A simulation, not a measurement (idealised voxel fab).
The following is a process module called voxel gate over fins.
The figure presents cross-section cut, which has a width of 240 nm and is divided into square cells with an edge length of 5 nm.
Just so we're on the same page, the cross-sections are grids of square cells, and they're listed out in bands top to bottom, each band one or more rows deep. Within each band entry, the heights of the top and of the bottom of the band appear first, in that order and in nm; the materials of the band then follow from left to right, each with its corresponding width in nm. The designation "throughout" on a single material indicates that it fills the band from edge to edge; the designation "air" indicates empty space. Below 0: as-received wafer, all one material; heights counted from there. Lowest band: no bottom, goes on down, written "from 0 down". Per-row width for "30..40": begins at first number (top row of band), ends at second number (bottom row), increment between rows held constant. It should be understood that the words "nothing altered", when stated for a given step, signify that the cross-section underwent no change in any of its cells during that step. In the "Closed-off voids" entry, you get each enclosed empty space of 8 cells or more, one with no open way to the top, written width x height at distance, distance from the left edge, in nm. Step line, after settings: the simulator's comment on this step. For masked steps, "overlay nm" on the step line gives how far right of plan the mask actually lay; a minus sign means it lay to the left. Quick note on how to read the rest: it's all pairs. You get the cross-section before a process step and the one after, but the after one only goes down as far as the lowest band that changed. The step in between, with its settings, sits under the pair. Heads up, the pairs can come from different runs of this module on the same starting wafer, so don't assume a pair picks up from the one above unless its "Prior to processing" entry says it does.

Prior to processing
	from 20 to 5 | 50 nm air; 15 nm resist; 45 nm air; 15 nm resist; 45 nm air; 15 nm resist; 55 nm air
	from 5 to 0 | 50 nm air; 15 nm SiN; 45 nm air; 15 nm SiN; 45 nm air; 15 nm SiN; 55 nm air
	from 0 down | Si throughout
	Closed-off voids: none

Post-Step Section View
	from 20 to 5 | 50 nm air; 15 nm resist; 45 nm air; 15 nm resist; 45 nm air; 15 nm resist; 55 nm air
	from 5 to 0 | 50 nm air; 15 nm SiN; 45 nm air; 15 nm SiN; 45 nm air; 15 nm SiN; 55 nm air
	from 0 to -45 | 50 nm air; 15 nm Si; 45 nm air; 15 nm Si; 45 nm air; 15 nm Si; 55 nm air
	All layers under -45 are left as they were.
	Closed-off voids: none
Step, before to after (see cross-sections above): DIRECTIONAL_ETCH (etch materials Si; depth nm 45)

Prior to processing: as in the pair right above, post-step view.

Post-Step Section View
	from 5 to 0 | 50 nm air; 15 nm SiN; 45 nm air; 15 nm SiN; 45 nm air; 15 nm SiN; 55 nm air
	All layers under 0 are left as they were.
	Closed-off voids: none
Step, before to after (see cross-sections above): STRIP (etch materials resist)

Prior to processing: as in the pair right above, post-step view.

Post-Step Section View
	from 5 to 0 | 50 nm air; 15 nm SiN; 45 nm air; 15 nm SiN; 45 nm air; 15 nm SiN; 55 nm air
	from 0 to -45 | 50 nm air; 5 nm SiO2; 5 nm Si; 5 nm SiO2; 45 nm air; 5 nm SiO2; 5 nm Si; 5 nm SiO2; 45 nm air; 5 nm SiO2; 5 nm Si; 5 nm SiO2; 55 nm air
	from -45 to -50 | 55 nm SiO2; 5 nm Si; 55 nm SiO2; 5 nm Si; 55 nm SiO2; 5 nm Si; 60 nm SiO2
	All layers under -50 are left as they were.
	Closed-off voids: none
Step, before to after (see cross-sections above): OXIDIZE (depth nm 5)

Prior to processing: as in the pair right above, post-step view.

Post-Step Section View
	from 10 to 5 | SiO2 throughout
	from 5 to 0 | 50 nm SiO2; 15 nm SiN; 45 nm SiO2; 15 nm SiN; 45 nm SiO2; 15 nm SiN; 55 nm SiO2
	from 0 to -50 | 55 nm SiO2; 5 nm Si; 55 nm SiO2; 5 nm Si; 55 nm SiO2; 5 nm Si; 60 nm SiO2
	All layers under -50 are left as they were.
	Closed-off voids: none
Step, before to after (see cross-sections above): FILL_DEP (material SiO2; thk nm 5)

Prior to processing: as in the pair right above, post-step view.

Post-Step Section View
	from 5 to 0 | 50 nm SiO2; 15 nm SiN; 45 nm SiO2; 15 nm SiN; 45 nm SiO2; 15 nm SiN; 55 nm SiO2
	All layers under 0 are left as they were.
	Closed-off voids: none
Step, before to after (see cross-sections above): CMP (height nm 5)

Prior to processing: as in the pair right above, post-step view.

Post-Step Section View
	from 5 to 0 | 50 nm SiO2; 15 nm SiN; 15 nm SiO2; 15 nm air; 15 nm SiO2; 15 nm SiN; 45 nm SiO2; 15 nm SiN; 55 nm SiO2
	from 0 to -30 | 55 nm SiO2; 5 nm Si; 20 nm SiO2; 15 nm air; 20 nm SiO2; 5 nm Si; 55 nm SiO2; 5 nm Si; 60 nm SiO2
	All layers under -30 are left as they were.
	Closed-off voids: none
Step, before to after (see cross-sections above): MASKED_ETCH (tone open; mask id RAIL; width nm 15; etch materials SiO2; depth nm 35; overlay nm 0)

Prior to processing: as in the pair right above, post-step view.

Post-Step Section View
	from 10 to 5 | 85 nm TiN; 5 nm air; 150 nm TiN
	from 5 to 0 | 50 nm SiO2; 15 nm SiN; 15 nm SiO2; 5 nm TiN; 5 nm air; 5 nm TiN; 15 nm SiO2; 15 nm SiN; 45 nm SiO2; 15 nm SiN; 55 nm SiO2
	from 0 to -25 | 55 nm SiO2; 5 nm Si; 20 nm SiO2; 5 nm TiN; 5 nm air; 5 nm TiN; 20 nm SiO2; 5 nm Si; 55 nm SiO2; 5 nm Si; 60 nm SiO2
	from -25 to -30 | 55 nm SiO2; 5 nm Si; 20 nm SiO2; 15 nm TiN; 20 nm SiO2; 5 nm Si; 55 nm SiO2; 5 nm Si; 60 nm SiO2
	All layers under -30 are left as they were.
	Closed-off voids: none
Step, before to after (see cross-sections above): CONFORMAL_DEP (material TiN; thk nm 5)

Prior to processing: as in the pair right above, post-step view.

Post-Step Section View
	from 15 to 10 | W throughout
	from 10 to 5 | 85 nm TiN; 5 nm W; 150 nm TiN
	from 5 to 0 | 50 nm SiO2; 15 nm SiN; 15 nm SiO2; 5 nm TiN; 5 nm W; 5 nm TiN; 15 nm SiO2; 15 nm SiN; 45 nm SiO2; 15 nm SiN; 55 nm SiO2
	from 0 to -25 | 55 nm SiO2; 5 nm Si; 20 nm SiO2; 5 nm TiN; 5 nm W; 5 nm TiN; 20 nm SiO2; 5 nm Si; 55 nm SiO2; 5 nm Si; 60 nm SiO2
	All layers under -25 are left as they were.
	Closed-off voids: none
Step, before to after (see cross-sections above): FILL_DEP (material W; thk nm 5)

Prior to processing: as in the pair right above, post-step view.

Post-Step Section View
	from 5 to 0 | 50 nm SiO2; 15 nm SiN; 15 nm SiO2; 5 nm TiN; 5 nm W; 5 nm TiN; 15 nm SiO2; 15 nm SiN; 45 nm SiO2; 15 nm SiN; 55 nm SiO2
	All layers under 0 are left as they were.
	Closed-off voids: none
Step, before to after (see cross-sections above): CMP (height nm 5)

Prior to processing: as in the pair right above, post-step view.

Post-Step Section View
	from 5 to 0 | 50 nm SiO2; 15 nm SiN; 15 nm SiO2; 15 nm air; 15 nm SiO2; 15 nm SiN; 45 nm SiO2; 15 nm SiN; 55 nm SiO2
	from 0 to -20 | 55 nm SiO2; 5 nm Si; 20 nm SiO2; 15 nm air; 20 nm SiO2; 5 nm Si; 55 nm SiO2; 5 nm Si; 60 nm SiO2
	All layers under -20 are left as they were.
	Closed-off voids: none
Step, before to after (see cross-sections above): SELECTIVE_ETCH (etch materials W Ru TiN; depth nm 25)

Prior to processing: as in the pair right above, post-step view.

Post-Step Section View
	from 10 to 5 | SiO2 throughout
	from 5 to 0 | 50 nm SiO2; 15 nm SiN; 45 nm SiO2; 15 nm SiN; 45 nm SiO2; 15 nm SiN; 55 nm SiO2
	from 0 to -20 | 55 nm SiO2; 5 nm Si; 55 nm SiO2; 5 nm Si; 55 nm SiO2; 5 nm Si; 60 nm SiO2
	All layers under -20 are left as they were.
	Closed-off voids: none
Step, before to after (see cross-sections above): FILL_DEP (material SiO2; thk nm 5)

Prior to processing: as in the pair right above, post-step view.

Post-Step Section View
	from 5 to 0 | 50 nm SiO2; 15 nm SiN; 45 nm SiO2; 15 nm SiN; 45 nm SiO2; 15 nm SiN; 55 nm SiO2
	All layers under 0 are left as they were.
	Closed-off voids: none
Step, before to after (see cross-sections above): CMP (height nm 5)

Prior to processing: as in the pair right above, post-step view.

Post-Step Section View
	from 5 to 0 | 50 nm air; 15 nm SiN; 45 nm air; 15 nm SiN; 45 nm air; 15 nm SiN; 55 nm air
	from 0 to -15 | 55 nm air; 5 nm Si; 55 nm air; 5 nm Si; 55 nm air; 5 nm Si; 60 nm air
	All layers under -15 are left as they were.
	Closed-off voids: none
Step, before to after (see cross-sections above): SELECTIVE_ETCH (etch materials SiO2; depth nm 20)

Prior to processing: as in the pair right above, post-step view.

Post-Step Section View
	from 0 to -15 | 55 nm air; 5 nm Si; 55 nm air; 5 nm Si; 55 nm air; 5 nm Si; 60 nm air
	All layers under -15 are left as they were.
	Closed-off voids: none
Step, before to after (see cross-sections above): STRIP (etch materials SiN)

Prior to processing: as in the pair right above, post-step view.

Post-Step Section View
	from 5 to 0 | 50 nm air; 15 nm HfO2; 45 nm air; 15 nm HfO2; 45 nm air; 15 nm HfO2; 55 nm air
	from 0 to -10 | 50 nm air; 5 nm HfO2; 5 nm Si; 5 nm HfO2; 45 nm air; 5 nm HfO2; 5 nm Si; 5 nm HfO2; 45 nm air; 5 nm HfO2; 5 nm Si; 5 nm HfO2; 55 nm air
	from -10 to -15 | 55 nm HfO2; 5 nm Si; 55 nm HfO2; 5 nm Si; 55 nm HfO2; 5 nm Si; 60 nm HfO2
	All layers under -15 are left as they were.
	Closed-off voids: none
Step, before to after (see cross-sections above): CONFORMAL_DEP (material HfO2; thk nm 5)

Prior to processing: as in the pair right above, post-step view.

Post-Step Section View
	from 10 to 5 | 45 nm air; 25 nm TiN; 35 nm air; 25 nm TiN; 35 nm air; 25 nm TiN; 50 nm air
	from 5 to 0 | 45 nm air; 5 nm TiN; 15 nm HfO2; 5 nm TiN; 35 nm air; 5 nm TiN; 15 nm HfO2; 5 nm TiN; 35 nm air; 5 nm TiN; 15 nm HfO2; 5 nm TiN; 50 nm air
	from 0 to -5 | 45 nm air; 5 nm TiN; 5 nm HfO2; 5 nm Si; 5 nm HfO2; 5 nm TiN; 35 nm air; 5 nm TiN; 5 nm HfO2; 5 nm Si; 5 nm HfO2; 5 nm TiN; 35 nm air; 5 nm TiN; 5 nm HfO2; 5 nm Si; 5 nm HfO2; 5 nm TiN; 50 nm air
	from -5 to -10 | 50 nm TiN; 5 nm HfO2; 5 nm Si; 5 nm HfO2; 45 nm TiN; 5 nm HfO2; 5 nm Si; 5 nm HfO2; 45 nm TiN; 5 nm HfO2; 5 nm Si; 5 nm HfO2; 55 nm TiN
	All layers under -10 are left as they were.
	Closed-off voids: none
Step, before to after (see cross-sections above): CONFORMAL_DEP (material TiN; thk nm 5)

Prior to processing: as in the pair right above, post-step view.

Post-Step Section View
	from 25 to 10 | W throughout
	from 10 to 5 | 45 nm W; 25 nm TiN; 35 nm W; 25 nm TiN; 35 nm W; 25 nm TiN; 50 nm W
	from 5 to 0 | 45 nm W; 5 nm TiN; 15 nm HfO2; 5 nm TiN; 35 nm W; 5 nm TiN; 15 nm HfO2; 5 nm TiN; 35 nm W; 5 nm TiN; 15 nm HfO2; 5 nm TiN; 50 nm W
	from 0 to -5 | 45 nm W; 5 nm TiN; 5 nm HfO2; 5 nm Si; 5 nm HfO2; 5 nm TiN; 35 nm W; 5 nm TiN; 5 nm HfO2; 5 nm Si; 5 nm HfO2; 5 nm TiN; 35 nm W; 5 nm TiN; 5 nm HfO2; 5 nm Si; 5 nm HfO2; 5 nm TiN; 50 nm W
	All layers under -5 are left as they were.
	Closed-off voids: none
Step, before to after (see cross-sections above): FILL_DEP (material W; thk nm 15)

Prior to processing: as in the pair right above, post-step view.

Post-Step Section View
	from 20 to 10 | W throughout
	All layers under 10 are left as they were.
	Closed-off voids: none
Step, before to after (see cross-sections above): CMP (height nm 20)

Prior to processing: as in the pair right above, post-step view.

Post-Step Section View
	from 25 to 20 | SiN throughout
	All layers under 20 are left as they were.
	Closed-off voids: none
Step, before to after (see cross-sections above): CONFORMAL_DEP (material SiN; thk nm 5)

Prior to processing
	from 5 to 0 | SiN throughout
	from 0 down | Si throughout
	Closed-off voids: none

Post-Step Section View
	from 20 to 5 | 45 nm air; 25 nm resist; 35 nm air; 25 nm resist; 35 nm air; 25 nm resist; 50 nm air
	All layers under 5 are left as they were.
	Closed-off voids: none
Step, before to after (see cross-sections above): PATTERN (tone cover; mask id FINS; material resist; width nm 25; pitch nm 60; thk nm 15; overlay nm 0)

Prior to processing: as in the pair right above, post-step view.

Post-Step Section View
	from 20 to 5 | 45 nm air; 25 nm resist; 35 nm air; 25 nm resist; 35 nm air; 25 nm resist; 50 nm air
	from 5 to 0 | 45 nm air; 25 nm SiN; 35 nm air; 25 nm SiN; 35 nm air; 25 nm SiN; 50 nm air
	All layers under 0 are left as they were.
	Closed-off voids: none
Step, before to after (see cross-sections above): DIRECTIONAL_ETCH (etch materials SiN; depth nm 5)

Prior to processing: as in the pair right above, post-step view.

Post-Step Section View
	from 20 to 5 | 45 nm air; 25 nm resist; 35 nm air; 25 nm resist; 35 nm air; 25 nm resist; 50 nm air
	from 5 to 0 | 45 nm air; 25 nm SiN; 35 nm air; 25 nm SiN; 35 nm air; 25 nm SiN; 50 nm air
	from 0 to -35 | 45 nm air; 25 nm Si; 35 nm air; 25 nm Si; 35 nm air; 25 nm Si; 50 nm air
	All layers under -35 are left as they were.
	Closed-off voids: none
Step, before to after (see cross-sections above): DIRECTIONAL_ETCH (etch materials Si; depth nm 35)

Prior to processing: as in the pair right above, post-step view.

Post-Step Section View
	from 5 to 0 | 45 nm air; 25 nm SiN; 35 nm air; 25 nm SiN; 35 nm air; 25 nm SiN; 50 nm air
	All layers under 0 are left as they were.
	Closed-off voids: none
Step, before to after (see cross-sections above): STRIP (etch materials resist)

Prior to processing: as in the pair right above, post-step view.

Post-Step Section View
	from 5 to 0 | 45 nm air; 25 nm SiN; 35 nm air; 25 nm SiN; 35 nm air; 25 nm SiN; 50 nm air
	from 0 to -35 | 45 nm air; 5 nm SiO2; 15 nm Si; 5 nm SiO2; 35 nm air; 5 nm SiO2; 15 nm Si; 5 nm SiO2; 35 nm air; 5 nm SiO2; 15 nm Si; 5 nm SiO2; 50 nm air
	from -35 to -40 | 50 nm SiO2; 15 nm Si; 45 nm SiO2; 15 nm Si; 45 nm SiO2; 15 nm Si; 55 nm SiO2
	All layers under -40 are left as they were.
	Closed-off voids: none
Step, before to after (see cross-sections above): OXIDIZE (depth nm 5)

Prior to processing: as in the pair right above, post-step view.

Post-Step Section View
	from 10 to 5 | SiO2 throughout
	from 5 to 0 | 45 nm SiO2; 25 nm SiN; 35 nm SiO2; 25 nm SiN; 35 nm SiO2; 25 nm SiN; 50 nm SiO2
	from 0 to -40 | 50 nm SiO2; 15 nm Si; 45 nm SiO2; 15 nm Si; 45 nm SiO2; 15 nm Si; 55 nm SiO2
	All layers under -40 are left as they were.
	Closed-off voids: none
Step, before to after (see cross-sections above): FILL_DEP (material SiO2; thk nm 5)

Prior to processing: as in the pair right above, post-step view.

Post-Step Section View
	from 5 to 0 | 45 nm SiO2; 25 nm SiN; 35 nm SiO2; 25 nm SiN; 35 nm SiO2; 25 nm SiN; 50 nm SiO2
	All layers under 0 are left as they were.
	Closed-off voids: none
Step, before to after (see cross-sections above): CMP (height nm 5)

Prior to processing: as in the pair right above, post-step view.

Post-Step Section View
	from 5 to 0 | 45 nm SiO2; 25 nm SiN; 10 nm SiO2; 15 nm air; 10 nm SiO2; 25 nm SiN; 35 nm SiO2; 25 nm SiN; 50 nm SiO2
	from 0 to -30 | 50 nm SiO2; 15 nm Si; 15 nm SiO2; 15 nm air; 15 nm SiO2; 15 nm Si; 45 nm SiO2; 15 nm Si; 55 nm SiO2
	All layers under -30 are left as they were.
	Closed-off voids: none
Step, before to after (see cross-sections above): MASKED_ETCH (tone open; mask id RAIL; width nm 15; etch materials SiO2; depth nm 35; overlay nm 0)

Prior to processing: as in the pair right above, post-step view.

Post-Step Section View
	from 10 to 5 | 85 nm TiN; 5 nm air; 150 nm TiN
	from 5 to 0 | 45 nm SiO2; 25 nm SiN; 10 nm SiO2; 5 nm TiN; 5 nm air; 5 nm TiN; 10 nm SiO2; 25 nm SiN; 35 nm SiO2; 25 nm SiN; 50 nm SiO2
	from 0 to -25 | 50 nm SiO2; 15 nm Si; 15 nm SiO2; 5 nm TiN; 5 nm air; 5 nm TiN; 15 nm SiO2; 15 nm Si; 45 nm SiO2; 15 nm Si; 55 nm SiO2
	from -25 to -30 | 50 nm SiO2; 15 nm Si; 15 nm SiO2; 15 nm TiN; 15 nm SiO2; 15 nm Si; 45 nm SiO2; 15 nm Si; 55 nm SiO2
	All layers under -30 are left as they were.
	Closed-off voids: none
Step, before to after (see cross-sections above): CONFORMAL_DEP (material TiN; thk nm 5)

Prior to processing: as in the pair right above, post-step view.

Post-Step Section View
	from 15 to 10 | W throughout
	from 10 to 5 | 85 nm TiN; 5 nm W; 150 nm TiN
	from 5 to 0 | 45 nm SiO2; 25 nm SiN; 10 nm SiO2; 5 nm TiN; 5 nm W; 5 nm TiN; 10 nm SiO2; 25 nm SiN; 35 nm SiO2; 25 nm SiN; 50 nm SiO2
	from 0 to -25 | 50 nm SiO2; 15 nm Si; 15 nm SiO2; 5 nm TiN; 5 nm W; 5 nm TiN; 15 nm SiO2; 15 nm Si; 45 nm SiO2; 15 nm Si; 55 nm SiO2
	All layers under -25 are left as they were.
	Closed-off voids: none
Step, before to after (see cross-sections above): FILL_DEP (material W; thk nm 5)

Prior to processing: as in the pair right above, post-step view.

Post-Step Section View
	from 5 to 0 | 45 nm SiO2; 25 nm SiN; 10 nm SiO2; 5 nm TiN; 5 nm W; 5 nm TiN; 10 nm SiO2; 25 nm SiN; 35 nm SiO2; 25 nm SiN; 50 nm SiO2
	All layers under 0 are left as they were.
	Closed-off voids: none
Step, before to after (see cross-sections above): CMP (height nm 5)

Prior to processing: as in the pair right above, post-step view.

Post-Step Section View
	from 5 to 0 | 45 nm SiO2; 25 nm SiN; 10 nm SiO2; 15 nm air; 10 nm SiO2; 25 nm SiN; 35 nm SiO2; 25 nm SiN; 50 nm SiO2
	from 0 to -20 | 50 nm SiO2; 15 nm Si; 15 nm SiO2; 15 nm air; 15 nm SiO2; 15 nm Si; 45 nm SiO2; 15 nm Si; 55 nm SiO2
	All layers under -20 are left as they were.
	Closed-off voids: none
Step, before to after (see cross-sections above): SELECTIVE_ETCH (etch materials W Ru TiN; depth nm 25)

Prior to processing: as in the pair right above, post-step view.

Post-Step Section View
	from 10 to 5 | SiO2 throughout
	from 5 to 0 | 45 nm SiO2; 25 nm SiN; 35 nm SiO2; 25 nm SiN; 35 nm SiO2; 25 nm SiN; 50 nm SiO2
	from 0 to -20 | 50 nm SiO2; 15 nm Si; 45 nm SiO2; 15 nm Si; 45 nm SiO2; 15 nm Si; 55 nm SiO2
	All layers under -20 are left as they were.
	Closed-off voids: none
Step, before to after (see cross-sections above): FILL_DEP (material SiO2; thk nm 5)

Prior to processing: as in the pair right above, post-step view.

Post-Step Section View
	from 5 to 0 | 45 nm SiO2; 25 nm SiN; 35 nm SiO2; 25 nm SiN; 35 nm SiO2; 25 nm SiN; 50 nm SiO2
	All layers under 0 are left as they were.
	Closed-off voids: none
Step, before to after (see cross-sections above): CMP (height nm 5)

Prior to processing: as in the pair right above, post-step view.

Post-Step Section View
	from 5 to 0 | 45 nm air; 25 nm SiN; 35 nm air; 25 nm SiN; 35 nm air; 25 nm SiN; 50 nm air
	from 0 to -15 | 50 nm air; 15 nm Si; 45 nm air; 15 nm Si; 45 nm air; 15 nm Si; 55 nm air
	All layers under -15 are left as they were.
	Closed-off voids: none
Step, before to after (see cross-sections above): SELECTIVE_ETCH (etch materials SiO2; depth nm 20)

Prior to processing: as in the pair right above, post-step view.

Post-Step Section View
	from 0 to -15 | 50 nm air; 15 nm Si; 45 nm air; 15 nm Si; 45 nm air; 15 nm Si; 55 nm air
	All layers under -15 are left as they were.
	Closed-off voids: none
Step, before to after (see cross-sections above): STRIP (etch materials SiN)

Prior to processing: as in the pair right above, post-step view.

Post-Step Section View
	from 5 to 0 | 45 nm air; 25 nm HfO2; 35 nm air; 25 nm HfO2; 35 nm air; 25 nm HfO2; 50 nm air
	from 0 to -10 | 45 nm air; 5 nm HfO2; 15 nm Si; 5 nm HfO2; 35 nm air; 5 nm HfO2; 15 nm Si; 5 nm HfO2; 35 nm air; 5 nm HfO2; 15 nm Si; 5 nm HfO2; 50 nm air
	from -10 to -15 | 50 nm HfO2; 15 nm Si; 45 nm HfO2; 15 nm Si; 45 nm HfO2; 15 nm Si; 55 nm HfO2
	All layers under -15 are left as they were.
	Closed-off voids: none
Step, before to after (see cross-sections above): CONFORMAL_DEP (material HfO2; thk nm 5)

Prior to processing: as in the pair right above, post-step view.

Post-Step Section View
	from 10 to 5 | 40 nm air; 35 nm TiN; 25 nm air; 35 nm TiN; 25 nm air; 35 nm TiN; 45 nm air
	from 5 to 0 | 40 nm air; 5 nm TiN; 25 nm HfO2; 5 nm TiN; 25 nm air; 5 nm TiN; 25 nm HfO2; 5 nm TiN; 25 nm air; 5 nm TiN; 25 nm HfO2; 5 nm TiN; 45 nm air
	from 0 to -5 | 40 nm air; 5 nm TiN; 5 nm HfO2; 15 nm Si; 5 nm HfO2; 5 nm TiN; 25 nm air; 5 nm TiN; 5 nm HfO2; 15 nm Si; 5 nm HfO2; 5 nm TiN; 25 nm air; 5 nm TiN; 5 nm HfO2; 15 nm Si; 5 nm HfO2; 5 nm TiN; 45 nm air
	from -5 to -10 | 45 nm TiN; 5 nm HfO2; 15 nm Si; 5 nm HfO2; 35 nm TiN; 5 nm HfO2; 15 nm Si; 5 nm HfO2; 35 nm TiN; 5 nm HfO2; 15 nm Si; 5 nm HfO2; 50 nm TiN
	All layers under -10 are left as they were.
	Closed-off voids: none
Step, before to after (see cross-sections above): CONFORMAL_DEP (material TiN; thk nm 5)

Prior to processing: as in the pair right above, post-step view.

Post-Step Section View
	from 25 to 10 | W throughout
	from 10 to 5 | 40 nm W; 35 nm TiN; 25 nm W; 35 nm TiN; 25 nm W; 35 nm TiN; 45 nm W
	from 5 to 0 | 40 nm W; 5 nm TiN; 25 nm HfO2; 5 nm TiN; 25 nm W; 5 nm TiN; 25 nm HfO2; 5 nm TiN; 25 nm W; 5 nm TiN; 25 nm HfO2; 5 nm TiN; 45 nm W
	from 0 to -5 | 40 nm W; 5 nm TiN; 5 nm HfO2; 15 nm Si; 5 nm HfO2; 5 nm TiN; 25 nm W; 5 nm TiN; 5 nm HfO2; 15 nm Si; 5 nm HfO2; 5 nm TiN; 25 nm W; 5 nm TiN; 5 nm HfO2; 15 nm Si; 5 nm HfO2; 5 nm TiN; 45 nm W
	All layers under -5 are left as they were.
	Closed-off voids: none
Step, before to after (see cross-sections above): FILL_DEP (material W; thk nm 15)

Prior to processing: as in the pair right above, post-step view.

Post-Step Section View
	from 20 to 10 | W throughout
	All layers under 10 are left as they were.
	Closed-off voids: none
Step, before to after (see cross-sections above): CMP (height nm 20)

Prior to processing: as in the pair right above, post-step view.

Post-Step Section View
	from 25 to 20 | SiN throughout
	All layers under 20 are left as they were.
	Closed-off voids: none
Step, before to after (see cross-sections above): CONFORMAL_DEP (material SiN; thk nm 5)

Prior to processing
	from 5 to 0 | 50 nm SiO2; 15 nm SiN; 45 nm SiO2; 15 nm SiN; 45 nm SiO2; 15 nm SiN; 55 nm SiO2
	from 0 to -40 | 55 nm SiO2; 5 nm Si; 55 nm SiO2; 5 nm Si; 55 nm SiO2; 5 nm Si; 60 nm SiO2
	from -40 down | Si throughout
	Closed-off voids: none

Post-Step Section View
	from 5 to 0 | 50 nm SiO2; 15 nm SiN; 25 nm SiO2; 15 nm air; 5 nm SiO2; 15 nm SiN; 45 nm SiO2; 15 nm SiN; 55 nm SiO2
	from 0 to -30 | 55 nm SiO2; 5 nm Si; 30 nm SiO2; 15 nm air; 10 nm SiO2; 5 nm Si; 55 nm SiO2; 5 nm Si; 60 nm SiO2
	All layers under -30 are left as they were.
	Closed-off voids: none
Step, before to after (see cross-sections above): MASKED_ETCH (tone open; mask id RAIL; width nm 15; etch materials SiO2; depth nm 35; overlay nm 10)

Prior to processing: as in the pair right above, post-step view.

Post-Step Section View
	from 10 to 5 | 95 nm TiN; 5 nm air; 140 nm TiN
	from 5 to 0 | 50 nm SiO2; 15 nm SiN; 25 nm SiO2; 5 nm TiN; 5 nm air; 5 nm TiN; 5 nm SiO2; 15 nm SiN; 45 nm SiO2; 15 nm SiN; 55 nm SiO2
	from 0 to -25 | 55 nm SiO2; 5 nm Si; 30 nm SiO2; 5 nm TiN; 5 nm air; 5 nm TiN; 10 nm SiO2; 5 nm Si; 55 nm SiO2; 5 nm Si; 60 nm SiO2
	from -25 to -30 | 55 nm SiO2; 5 nm Si; 30 nm SiO2; 15 nm TiN; 10 nm SiO2; 5 nm Si; 55 nm SiO2; 5 nm Si; 60 nm SiO2
	All layers under -30 are left as they were.
	Closed-off voids: none
Step, before to after (see cross-sections above): CONFORMAL_DEP (material TiN; thk nm 5)

Prior to processing: as in the pair right above, post-step view.

Post-Step Section View
	from 15 to 10 | W throughout
	from 10 to 5 | 95 nm TiN; 5 nm W; 140 nm TiN
	from 5 to 0 | 50 nm SiO2; 15 nm SiN; 25 nm SiO2; 5 nm TiN; 5 nm W; 5 nm TiN; 5 nm SiO2; 15 nm SiN; 45 nm SiO2; 15 nm SiN; 55 nm SiO2
	from 0 to -25 | 55 nm SiO2; 5 nm Si; 30 nm SiO2; 5 nm TiN; 5 nm W; 5 nm TiN; 10 nm SiO2; 5 nm Si; 55 nm SiO2; 5 nm Si; 60 nm SiO2
	All layers under -25 are left as they were.
	Closed-off voids: none
Step, before to after (see cross-sections above): FILL_DEP (material W; thk nm 5)

Prior to processing: as in the pair right above, post-step view.

Post-Step Section View
	from 5 to 0 | 50 nm SiO2; 15 nm SiN; 25 nm SiO2; 5 nm TiN; 5 nm W; 5 nm TiN; 5 nm SiO2; 15 nm SiN; 45 nm SiO2; 15 nm SiN; 55 nm SiO2
	All layers under 0 are left as they were.
	Closed-off voids: none
Step, before to after (see cross-sections above): CMP (height nm 5)

Prior to processing: as in the pair right above, post-step view.

Post-Step Section View
	from 5 to 0 | 50 nm SiO2; 15 nm SiN; 25 nm SiO2; 15 nm air; 5 nm SiO2; 15 nm SiN; 45 nm SiO2; 15 nm SiN; 55 nm SiO2
	from 0 to -20 | 55 nm SiO2; 5 nm Si; 30 nm SiO2; 15 nm air; 10 nm SiO2; 5 nm Si; 55 nm SiO2; 5 nm Si; 60 nm SiO2
	All layers under -20 are left as they were.
	Closed-off voids: none
Step, before to after (see cross-sections above): SELECTIVE_ETCH (etch materials W Ru TiN; depth nm 25)

Prior to processing: as in the pair right above, post-step view.

Post-Step Section View
	from 10 to 5 | SiO2 throughout
	from 5 to 0 | 50 nm SiO2; 15 nm SiN; 45 nm SiO2; 15 nm SiN; 45 nm SiO2; 15 nm SiN; 55 nm SiO2
	from 0 to -20 | 55 nm SiO2; 5 nm Si; 55 nm SiO2; 5 nm Si; 55 nm SiO2; 5 nm Si; 60 nm SiO2
	All layers under -20 are left as they were.
	Closed-off voids: none
Step, before to after (see cross-sections above): FILL_DEP (material SiO2; thk nm 5)

Prior to processing: as in the pair right above, post-step view.

Post-Step Section View
	from 5 to 0 | 50 nm SiO2; 15 nm SiN; 45 nm SiO2; 15 nm SiN; 45 nm SiO2; 15 nm SiN; 55 nm SiO2
	All layers under 0 are left as they were.
	Closed-off voids: none
Step, before to after (see cross-sections above): CMP (height nm 5)

Prior to processing: as in the pair right above, post-step view.

Post-Step Section View
	from 5 to 0 | 50 nm air; 15 nm SiN; 45 nm air; 15 nm SiN; 45 nm air; 15 nm SiN; 55 nm air
	from 0 to -15 | 55 nm air; 5 nm Si; 55 nm air; 5 nm Si; 55 nm air; 5 nm Si; 60 nm air
	All layers under -15 are left as they were.
	Closed-off voids: none
Step, before to after (see cross-sections above): SELECTIVE_ETCH (etch materials SiO2; depth nm 20)

Prior to processing: as in the pair right above, post-step view.

Post-Step Section View
	from 0 to -15 | 55 nm air; 5 nm Si; 55 nm air; 5 nm Si; 55 nm air; 5 nm Si; 60 nm air
	All layers under -15 are left as they were.
	Closed-off voids: none
Step, before to after (see cross-sections above): STRIP (etch materials SiN)

Prior to processing: as in the pair right above, post-step view.

Post-Step Section View
	from 5 to 0 | 50 nm air; 15 nm HfO2; 45 nm air; 15 nm HfO2; 45 nm air; 15 nm HfO2; 55 nm air
	from 0 to -10 | 50 nm air; 5 nm HfO2; 5 nm Si; 5 nm HfO2; 45 nm air; 5 nm HfO2; 5 nm Si; 5 nm HfO2; 45 nm air; 5 nm HfO2; 5 nm Si; 5 nm HfO2; 55 nm air
	from -10 to -15 | 55 nm HfO2; 5 nm Si; 55 nm HfO2; 5 nm Si; 55 nm HfO2; 5 nm Si; 60 nm HfO2
	All layers under -15 are left as they were.
	Closed-off voids: none
Step, before to after (see cross-sections above): CONFORMAL_DEP (material HfO2; thk nm 5)

Prior to processing: as in the pair right above, post-step view.

Post-Step Section View
	from 10 to 5 | 45 nm air; 25 nm TiN; 35 nm air; 25 nm TiN; 35 nm air; 25 nm TiN; 50 nm air
	from 5 to 0 | 45 nm air; 5 nm TiN; 15 nm HfO2; 5 nm TiN; 35 nm air; 5 nm TiN; 15 nm HfO2; 5 nm TiN; 35 nm air; 5 nm TiN; 15 nm HfO2; 5 nm TiN; 50 nm air
	from 0 to -5 | 45 nm air; 5 nm TiN; 5 nm HfO2; 5 nm Si; 5 nm HfO2; 5 nm TiN; 35 nm air; 5 nm TiN; 5 nm HfO2; 5 nm Si; 5 nm HfO2; 5 nm TiN; 35 nm air; 5 nm TiN; 5 nm HfO2; 5 nm Si; 5 nm HfO2; 5 nm TiN; 50 nm air
	from -5 to -10 | 50 nm TiN; 5 nm HfO2; 5 nm Si; 5 nm HfO2; 45 nm TiN; 5 nm HfO2; 5 nm Si; 5 nm HfO2; 45 nm TiN; 5 nm HfO2; 5 nm Si; 5 nm HfO2; 55 nm TiN
	All layers under -10 are left as they were.
	Closed-off voids: none
Step, before to after (see cross-sections above): CONFORMAL_DEP (material TiN; thk nm 5)
